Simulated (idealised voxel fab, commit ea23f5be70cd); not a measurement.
This section sets out a process module, namely voxel wiring stack.
cross-section cut | 230 nm wide | cells 5 nm
Notation: cross-section as square-cell grid; stated in bands, top first, going down; one or more cell rows per band. The band entry comprises the height of the band's top followed by the height of its bottom, expressed in nm, and subsequently the band's materials from left to right, each stated together with its width in nm. Where a single material is marked with the word "everywhere", that material fills the band from edge to edge. The word "air" represents empty space. Height datum 0, below which the as-received substrate wafer is one material. Lowest band open at the bottom, running downward: "from 0 down". The expression "30..40" gives the width at the extremes of the band, the first number at its top row of cells and the second at its bottom row, with the width changing by equal amounts from each row to the next in between. Where the words "remained the same" appear for a step, the cross-section shows no cell changed by that step; every cell remained as before. This entry, "Closed void register", enumerates those empty regions of no fewer than 8 cells that possess no open connection to the top. Each region is reported in the form width x height at distance, the distance being taken from the left edge, with all three quantities expressed in nm. Note: text after step settings on the step line = simulator remark on that step. What "overlay nm" on a step's line means: if the step has a mask, that mask lay this far to the right of its planned place, or, when the value is negative, to the left.

[Steps in the process plan]
step 1: RECEIVE: material Si
step 2: CONFORMAL_DEP: material SiO2, thk nm 10
step 3: DIRECTIONAL_DEP: material TiN, thk nm 5
step 4: DIRECTIONAL_DEP: material W, thk nm 20
step 5: DIRECTIONAL_DEP: material aC, thk nm 15
step 6: PATTERN: tone cover, mask id METAL_1, material resist, width nm 30, pitch nm 50, thk nm 35, overlay nm 0
step 7: DIRECTIONAL_ETCH: etch materials aC, depth nm 15
step 8: STRIP: etch materials resist
step 9: DIRECTIONAL_ETCH: etch materials W, depth nm 20
step 10: DIRECTIONAL_ETCH: etch materials TiN, depth nm 5
step 11: STRIP: etch materials aC
step 12: FILL_DEP: material SiO2, thk nm 5
step 13: CMP: height nm 35
step 14: CONFORMAL_DEP: material SiCN, thk nm 5
step 15: DIRECTIONAL_DEP: material SiO2, thk nm 25
step 16: DIRECTIONAL_DEP: material aC, thk nm 15
step 17: PATTERN: tone open, mask id METAL_2, material resist, width nm 30, pitch nm 50, thk nm 35, overlay nm 0
step 18: DIRECTIONAL_ETCH: etch materials aC, depth nm 15
step 19: STRIP: etch materials resist
step 20: DIRECTIONAL_ETCH: etch materials SiO2, depth nm 15
step 21: STRIP: etch materials aC
step 22: PATTERN: tone open, mask id METAL_2_HOLES, material resist, width nm 15, pitch nm 50, thk nm 20, overlay nm 0
step 23: DIRECTIONAL_ETCH: etch materials SiO2, depth nm 10
step 24: DIRECTIONAL_ETCH: etch materials SiCN, depth nm 5
step 25: STRIP: etch materials resist
step 26: CONFORMAL_DEP: material TiN, thk nm 5
step 27: FILL_DEP: material Cu, thk nm 5
step 28: CMP: height nm 65
step 29: CONFORMAL_DEP: material SiCN, thk nm 5
step 30: DIRECTIONAL_DEP: material SiO2, thk nm 30
step 31: DIRECTIONAL_DEP: material aC, thk nm 10
step 32: PATTERN: tone open, mask id METAL_3_HOLES, material resist, width nm 15, pitch nm 50, thk nm 30, overlay nm 0
step 33: DIRECTIONAL_ETCH: etch materials aC, depth nm 10
step 34: STRIP: etch materials resist
step 35: DIRECTIONAL_ETCH: etch materials SiO2, depth nm 30
step 36: STRIP: etch materials aC
step 37: DIRECTIONAL_DEP: material aC, thk nm 15
step 38: PATTERN: tone open, mask id METAL_3, material resist, width nm 30, pitch nm 50, thk nm 35, overlay nm 0
step 39: DIRECTIONAL_ETCH: etch materials aC, depth nm 15
step 40: STRIP: etch materials resist
step 41: DIRECTIONAL_ETCH: etch materials SiO2, depth nm 20
step 42: DIRECTIONAL_ETCH: etch materials SiCN, depth nm 5
step 43: STRIP: etch materials aC
step 44: CONFORMAL_DEP: material TiN, thk nm 5
step 45: FILL_DEP: material Cu, thk nm 10
step 46: CMP: height nm 100
step 47: CONFORMAL_DEP: material SiN, thk nm 5

[first wafer, as planned]

[Wafer at receipt (post step 1), cross-section]
    from 0 down | Si everywhere
    Closed void register: none

[Take a look at the wafer's cross-section after step 2]
    from 10 to 0 | SiO2 everywhere
    At heights below 0, the structure remains unaltered.

[Take a look at the wafer's cross-section after step 3]
    from 15 to 10 | TiN everywhere
    At heights below 10, the structure remains unaltered.

[Take a look at the wafer's cross-section after step 4]
    from 35 to 15 | W everywhere
    At heights below 15, the structure remains unaltered.

[Take a look at the wafer's cross-section after step 5]
    from 50 to 35 | aC everywhere
    At heights below 35, the structure remains unaltered.

[Take a look at the wafer's cross-section after step 6]
    from 85 to 50 | 75 of air | 30 of resist | 20 of air | 30 of resist | 75 of air
    At heights below 50, the structure remains unaltered.

[Take a look at the wafer's cross-section after step 7]
    from 70 to 50 | 75 of air | 30 of resist | 20 of air | 30 of resist | 75 of air
    from 50 to 35 | 75 of air | 30 of aC | 20 of air | 30 of aC | 75 of air
    At heights below 35, the structure remains unaltered.

[Take a look at the wafer's cross-section after step 8]
    from 50 to 35 | 75 of air | 30 of aC | 20 of air | 30 of aC | 75 of air
    At heights below 35, the structure remains unaltered.

[Take a look at the wafer's cross-section after step 9]
    from 50 to 35 | 75 of air | 30 of aC | 20 of air | 30 of aC | 75 of air
    from 35 to 15 | 75 of air | 30 of W | 20 of air | 30 of W | 75 of air
    At heights below 15, the structure remains unaltered.

[Take a look at the wafer's cross-section after step 10]
    from 50 to 35 | 75 of air | 30 of aC | 20 of air | 30 of aC | 75 of air
    from 35 to 15 | 75 of air | 30 of W | 20 of air | 30 of W | 75 of air
    from 15 to 10 | 75 of air | 30 of TiN | 20 of air | 30 of TiN | 75 of air
    At heights below 10, the structure remains unaltered.

[Take a look at the wafer's cross-section after step 11]
    from 35 to 15 | 75 of air | 30 of W | 20 of air | 30 of W | 75 of air
    At heights below 15, the structure remains unaltered.

[Take a look at the wafer's cross-section after step 12]
    from 40 to 35 | SiO2 everywhere
    from 35 to 15 | 75 of SiO2 | 30 of W | 20 of SiO2 | 30 of W | 75 of SiO2
    from 15 to 10 | 75 of SiO2 | 30 of TiN | 20 of SiO2 | 30 of TiN | 75 of SiO2
    At heights below 10, the structure remains unaltered.

[Take a look at the wafer's cross-section after step 13]
    from 35 to 15 | 75 of SiO2 | 30 of W | 20 of SiO2 | 30 of W | 75 of SiO2
    At heights below 15, the structure remains unaltered.

[Take a look at the wafer's cross-section after step 14]
    from 40 to 35 | SiCN everywhere
    At heights below 35, the structure remains unaltered.

[Take a look at the wafer's cross-section after step 15]
    from 65 to 40 | SiO2 everywhere
    At heights below 40, the structure remains unaltered.

[Take a look at the wafer's cross-section after step 16]
    from 80 to 65 | aC everywhere
    At heights below 65, the structure remains unaltered.

[Take a look at the wafer's cross-section after step 17]
    from 115 to 80 | 75 of resist | 30 of air | 20 of resist | 30 of air | 75 of resist
    At heights below 80, the structure remains unaltered.

[Take a look at the wafer's cross-section after step 18]
    from 100 to 80 | 75 of resist | 30 of air | 20 of resist | 30 of air | 75 of resist
    from 80 to 65 | 75 of aC | 30 of air | 20 of aC | 30 of air | 75 of aC
    At heights below 65, the structure remains unaltered.

[Take a look at the wafer's cross-section after step 19]
    from 80 to 65 | 75 of aC | 30 of air | 20 of aC | 30 of air | 75 of aC
    At heights below 65, the structure remains unaltered.

[Take a look at the wafer's cross-section after step 20]
    from 80 to 65 | 75 of aC | 30 of air | 20 of aC | 30 of air | 75 of aC
    from 65 to 50 | 75 of SiO2 | 30 of air | 20 of SiO2 | 30 of air | 75 of SiO2
    At heights below 50, the structure remains unaltered.

[Take a look at the wafer's cross-section after step 21]
    from 65 to 50 | 75 of SiO2 | 30 of air | 20 of SiO2 | 30 of air | 75 of SiO2
    At heights below 50, the structure remains unaltered.

[Take a look at the wafer's cross-section after step 22]
    from 85 to 65 | 75 of resist | 15 of air | 35 of resist | 15 of air | 90 of resist
    from 65 to 50 | 75 of SiO2 | 15 of air | 15 of resist | 20 of SiO2 | 15 of air | 15 of resist | 75 of SiO2
    At heights below 50, the structure remains unaltered.

[Take a look at the wafer's cross-section after step 23]
    from 85 to 65 | 75 of resist | 15 of air | 35 of resist | 15 of air | 90 of resist
    from 65 to 50 | 75 of SiO2 | 15 of air | 15 of resist | 20 of SiO2 | 15 of air | 15 of resist | 75 of SiO2
    from 50 to 40 | 75 of SiO2 | 15 of air | 35 of SiO2 | 15 of air | 90 of SiO2
    At heights below 40, the structure remains unaltered.

[Take a look at the wafer's cross-section after step 24]
    from 85 to 65 | 75 of resist | 15 of air | 35 of resist | 15 of air | 90 of resist
    from 65 to 50 | 75 of SiO2 | 15 of air | 15 of resist | 20 of SiO2 | 15 of air | 15 of resist | 75 of SiO2
    from 50 to 40 | 75 of SiO2 | 15 of air | 35 of SiO2 | 15 of air | 90 of SiO2
    from 40 to 35 | 75 of SiCN | 15 of air | 35 of SiCN | 15 of air | 90 of SiCN
    At heights below 35, the structure remains unaltered.

[Take a look at the wafer's cross-section after step 25]
    from 65 to 50 | 75 of SiO2 | 30 of air | 20 of SiO2 | 30 of air | 75 of SiO2
    At heights below 50, the structure remains unaltered.

[Take a look at the wafer's cross-section after step 26]
    from 70 to 65 | 80 of TiN | 20 of air | 30 of TiN | 20 of air | 80 of TiN
    from 65 to 55 | 75 of SiO2 | 5 of TiN | 20 of air | 5 of TiN | 20 of SiO2 | 5 of TiN | 20 of air | 5 of TiN | 75 of SiO2
    from 55 to 50 | 75 of SiO2 | 5 of TiN | 5 of air | 20 of TiN | 20 of SiO2 | 5 of TiN | 5 of air | 20 of TiN | 75 of SiO2
    from 50 to 40 | 75 of SiO2 | 5 of TiN | 5 of air | 5 of TiN | 35 of SiO2 | 5 of TiN | 5 of air | 5 of TiN | 90 of SiO2
    from 40 to 35 | 75 of SiCN | 15 of TiN | 35 of SiCN | 15 of TiN | 90 of SiCN
    At heights below 35, the structure remains unaltered.

[Take a look at the wafer's cross-section after step 27]
    from 75 to 70 | Cu everywhere
    from 70 to 65 | 80 of TiN | 20 of Cu | 30 of TiN | 20 of Cu | 80 of TiN
    from 65 to 55 | 75 of SiO2 | 5 of TiN | 20 of Cu | 5 of TiN | 20 of SiO2 | 5 of TiN | 20 of Cu | 5 of TiN | 75 of SiO2
    from 55 to 50 | 75 of SiO2 | 5 of TiN | 5 of Cu | 20 of TiN | 20 of SiO2 | 5 of TiN | 5 of Cu | 20 of TiN | 75 of SiO2
    from 50 to 40 | 75 of SiO2 | 5 of TiN | 5 of Cu | 5 of TiN | 35 of SiO2 | 5 of TiN | 5 of Cu | 5 of TiN | 90 of SiO2
    At heights below 40, the structure remains unaltered.

[Take a look at the wafer's cross-section after step 28]
    from 65 to 55 | 75 of SiO2 | 5 of TiN | 20 of Cu | 5 of TiN | 20 of SiO2 | 5 of TiN | 20 of Cu | 5 of TiN | 75 of SiO2
    At heights below 55, the structure remains unaltered.

[Take a look at the wafer's cross-section after step 29]
    from 70 to 65 | SiCN everywhere
    At heights below 65, the structure remains unaltered.

[Take a look at the wafer's cross-section after step 30]
    from 100 to 70 | SiO2 everywhere
    At heights below 70, the structure remains unaltered.

[Take a look at the wafer's cross-section after step 31]
    from 110 to 100 | aC everywhere
    At heights below 100, the structure remains unaltered.

[Take a look at the wafer's cross-section after step 32]
    from 140 to 110 | 75 of resist | 15 of air | 35 of resist | 15 of air | 90 of resist
    At heights below 110, the structure remains unaltered.

[Take a look at the wafer's cross-section after step 33]
    from 130 to 110 | 75 of resist | 15 of air | 35 of resist | 15 of air | 90 of resist
    from 110 to 100 | 75 of aC | 15 of air | 35 of aC | 15 of air | 90 of aC
    At heights below 100, the structure remains unaltered.

[Take a look at the wafer's cross-section after step 34]
    from 110 to 100 | 75 of aC | 15 of air | 35 of aC | 15 of air | 90 of aC
    At heights below 100, the structure remains unaltered.

[Take a look at the wafer's cross-section after step 35]
    from 110 to 100 | 75 of aC | 15 of air | 35 of aC | 15 of air | 90 of aC
    from 100 to 70 | 75 of SiO2 | 15 of air | 35 of SiO2 | 15 of air | 90 of SiO2
    At heights below 70, the structure remains unaltered.

[Take a look at the wafer's cross-section after step 36]
    from 100 to 70 | 75 of SiO2 | 15 of air | 35 of SiO2 | 15 of air | 90 of SiO2
    At heights below 70, the structure remains unaltered.

[Take a look at the wafer's cross-section after step 37]
    from 115 to 100 | 75 of aC | 15 of air | 35 of aC | 15 of air | 90 of aC
    from 100 to 85 | 75 of SiO2 | 15 of air | 35 of SiO2 | 15 of air | 90 of SiO2
    from 85 to 70 | 75 of SiO2 | 15 of aC | 35 of SiO2 | 15 of aC | 90 of SiO2
    At heights below 70, the structure remains unaltered.

[Take a look at the wafer's cross-section after step 38]
    from 150 to 115 | 75 of resist | 30 of air | 20 of resist | 30 of air | 75 of resist
    At heights below 115, the structure remains unaltered.

[Take a look at the wafer's cross-section after step 39]
    from 135 to 115 | 75 of resist | 30 of air | 20 of resist | 30 of air | 75 of resist
    from 115 to 100 | 75 of aC | 30 of air | 20 of aC | 30 of air | 75 of aC
    from 100 to 70 | 75 of SiO2 | 15 of air | 35 of SiO2 | 15 of air | 90 of SiO2
    At heights below 70, the structure remains unaltered.

[Take a look at the wafer's cross-section after step 40]
    from 115 to 100 | 75 of aC | 30 of air | 20 of aC | 30 of air | 75 of aC
    At heights below 100, the structure remains unaltered.

[Take a look at the wafer's cross-section after step 41]
    from 115 to 100 | 75 of aC | 30 of air | 20 of aC | 30 of air | 75 of aC
    from 100 to 80 | 75 of SiO2 | 30 of air | 20 of SiO2 | 30 of air | 75 of SiO2
    At heights below 80, the structure remains unaltered.

[Take a look at the wafer's cross-section after step 42]
    from 115 to 100 | 75 of aC | 30 of air | 20 of aC | 30 of air | 75 of aC
    from 100 to 80 | 75 of SiO2 | 30 of air | 20 of SiO2 | 30 of air | 75 of SiO2
    from 80 to 70 | 75 of SiO2 | 15 of air | 35 of SiO2 | 15 of air | 90 of SiO2
    from 70 to 65 | 75 of SiCN | 15 of air | 35 of SiCN | 15 of air | 90 of SiCN
    At heights below 65, the structure remains unaltered.

[Take a look at the wafer's cross-section after step 43]
    from 100 to 80 | 75 of SiO2 | 30 of air | 20 of SiO2 | 30 of air | 75 of SiO2
    At heights below 80, the structure remains unaltered.

[Take a look at the wafer's cross-section after step 44]
    from 105 to 100 | 80 of TiN | 20 of air | 30 of TiN | 20 of air | 80 of TiN
    from 100 to 85 | 75 of SiO2 | 5 of TiN | 20 of air | 5 of TiN | 20 of SiO2 | 5 of TiN | 20 of air | 5 of TiN | 75 of SiO2
    from 85 to 80 | 75 of SiO2 | 5 of TiN | 5 of air | 20 of TiN | 20 of SiO2 | 5 of TiN | 5 of air | 20 of TiN | 75 of SiO2
    from 80 to 70 | 75 of SiO2 | 5 of TiN | 5 of air | 5 of TiN | 35 of SiO2 | 5 of TiN | 5 of air | 5 of TiN | 90 of SiO2
    from 70 to 65 | 75 of SiCN | 15 of TiN | 35 of SiCN | 15 of TiN | 90 of SiCN
    At heights below 65, the structure remains unaltered.

[Take a look at the wafer's cross-section after step 45]
    from 115 to 105 | Cu everywhere
    from 105 to 100 | 80 of TiN | 20 of Cu | 30 of TiN | 20 of Cu | 80 of TiN
    from 100 to 85 | 75 of SiO2 | 5 of TiN | 20 of Cu | 5 of TiN | 20 of SiO2 | 5 of TiN | 20 of Cu | 5 of TiN | 75 of SiO2
    from 85 to 80 | 75 of SiO2 | 5 of TiN | 5 of Cu | 20 of TiN | 20 of SiO2 | 5 of TiN | 5 of Cu | 20 of TiN | 75 of SiO2
    from 80 to 70 | 75 of SiO2 | 5 of TiN | 5 of Cu | 5 of TiN | 35 of SiO2 | 5 of TiN | 5 of Cu | 5 of TiN | 90 of SiO2
    At heights below 70, the structure remains unaltered.

[Take a look at the wafer's cross-section after step 46]
    from 100 to 85 | 75 of SiO2 | 5 of TiN | 20 of Cu | 5 of TiN | 20 of SiO2 | 5 of TiN | 20 of Cu | 5 of TiN | 75 of SiO2
    At heights below 85, the structure remains unaltered.

[Take a look at the wafer's cross-section after step 47]
    from 105 to 100 | SiN everywhere
    At heights below 100, the structure remains unaltered.

[Wafer two of the pair: same origin, same plan, one error during the run; identical to wafer one up to and including step 37]

[Cross-section, second wafer, at the end time the plan gives for step 38]
    from 150 to 115 | 80 of resist | 20 of air | 30 of resist | 20 of air | 80 of resist
    from 115 to 100 | 75 of aC | 5 of resist | 10 of air | 35 of aC | 5 of resist | 10 of air | 90 of aC
    from 100 to 85 | 75 of SiO2 | 5 of resist | 10 of air | 35 of SiO2 | 5 of resist | 10 of air | 90 of SiO2
    At heights below 85, the structure remains unaltered.

[Cross-section, second wafer, at the end time the plan gives for step 39]
    from 135 to 115 | 80 of resist | 20 of air | 30 of resist | 20 of air | 80 of resist
    from 115 to 100 | 75 of aC | 5 of resist | 20 of air | 25 of aC | 5 of resist | 20 of air | 80 of aC
    from 100 to 85 | 75 of SiO2 | 5 of resist | 10 of air | 35 of SiO2 | 5 of resist | 10 of air | 90 of SiO2
    from 85 to 70 | 75 of SiO2 | 5 of aC | 10 of air | 35 of SiO2 | 5 of aC | 10 of air | 90 of SiO2
    At heights below 70, the structure remains unaltered.

[Cross-section, second wafer, at the end time the plan gives for step 40]
    from 115 to 100 | 75 of aC | 25 of air | 25 of aC | 25 of air | 80 of aC
    from 100 to 85 | 75 of SiO2 | 15 of air | 35 of SiO2 | 15 of air | 90 of SiO2
    At heights below 85, the structure remains unaltered.

[Cross-section, second wafer, at the end time the plan gives for step 41]
    from 115 to 100 | 75 of aC | 25 of air | 25 of aC | 25 of air | 80 of aC
    from 100 to 85 | 75 of SiO2 | 25 of air | 25 of SiO2 | 25 of air | 80 of SiO2
    from 85 to 80 | 75 of SiO2 | 5 of aC | 20 of air | 25 of SiO2 | 5 of aC | 20 of air | 80 of SiO2
    At heights below 80, the structure remains unaltered.

[Cross-section, second wafer, at the end time the plan gives for step 42]
    from 115 to 100 | 75 of aC | 25 of air | 25 of aC | 25 of air | 80 of aC
    from 100 to 85 | 75 of SiO2 | 25 of air | 25 of SiO2 | 25 of air | 80 of SiO2
    from 85 to 80 | 75 of SiO2 | 5 of aC | 20 of air | 25 of SiO2 | 5 of aC | 20 of air | 80 of SiO2
    from 80 to 70 | 75 of SiO2 | 5 of aC | 10 of air | 35 of SiO2 | 5 of aC | 10 of air | 90 of SiO2
    from 70 to 65 | 80 of SiCN | 10 of air | 40 of SiCN | 10 of air | 90 of SiCN
    At heights below 65, the structure remains unaltered.

[Cross-section, second wafer, at the end time the plan gives for step 43]
    from 100 to 80 | 75 of SiO2 | 25 of air | 25 of SiO2 | 25 of air | 80 of SiO2
    from 80 to 70 | 75 of SiO2 | 15 of air | 35 of SiO2 | 15 of air | 90 of SiO2
    At heights below 70, the structure remains unaltered.

[Cross-section, second wafer, at the end time the plan gives for step 44]
    from 105 to 100 | 80 of TiN | 15 of air | 35 of TiN | 15 of air | 85 of TiN
    from 100 to 85 | 75 of SiO2 | 5 of TiN | 15 of air | 5 of TiN | 25 of SiO2 | 5 of TiN | 15 of air | 5 of TiN | 80 of SiO2
    from 85 to 75 | 75 of SiO2 | 5 of TiN | 5 of air | 15..5 of TiN | 25..35 of SiO2 | 5 of TiN | 5 of air | 15..5 of TiN | 80..90 of SiO2
    from 75 to 70 | 75 of SiO2 | 15 of TiN | 35 of SiO2 | 15 of TiN | 90 of SiO2
    from 70 to 65 | 80 of SiCN | 10 of TiN | 40 of SiCN | 10 of TiN | 90 of SiCN
    At heights below 65, the structure remains unaltered.

[Cross-section, second wafer, at the end time the plan gives for step 45]
    from 115 to 105 | Cu everywhere
    from 105 to 100 | 80 of TiN | 15 of Cu | 35 of TiN | 15 of Cu | 85 of TiN
    from 100 to 85 | 75 of SiO2 | 5 of TiN | 15 of Cu | 5 of TiN | 25 of SiO2 | 5 of TiN | 15 of Cu | 5 of TiN | 80 of SiO2
    from 85 to 75 | 75 of SiO2 | 5 of TiN | 5 of Cu | 15..5 of TiN | 25..35 of SiO2 | 5 of TiN | 5 of Cu | 15..5 of TiN | 80..90 of SiO2
    At heights below 75, the structure remains unaltered.

[Cross-section, second wafer, at the end time the plan gives for step 46]
    from 100 to 85 | 75 of SiO2 | 5 of TiN | 15 of Cu | 5 of TiN | 25 of SiO2 | 5 of TiN | 15 of Cu | 5 of TiN | 80 of SiO2
    At heights below 85, the structure remains unaltered.

[Cross-section, second wafer, at the end time the plan gives for step 47]
    from 105 to 100 | SiN everywhere
    At heights below 100, the structure remains unaltered.
Short version of what went wrong: step 38 was processed under conditions differing from the plan, specifically as PATTERN: tone open, mask id METAL_3, material resist, width nm 20, pitch nm 50, thk nm 35, overlay nm 0
at the end the second wafer has, in cells: Cu: 8 fewer; SiCN: 2 more; SiO2: 8 more; TiN: 2 fewer
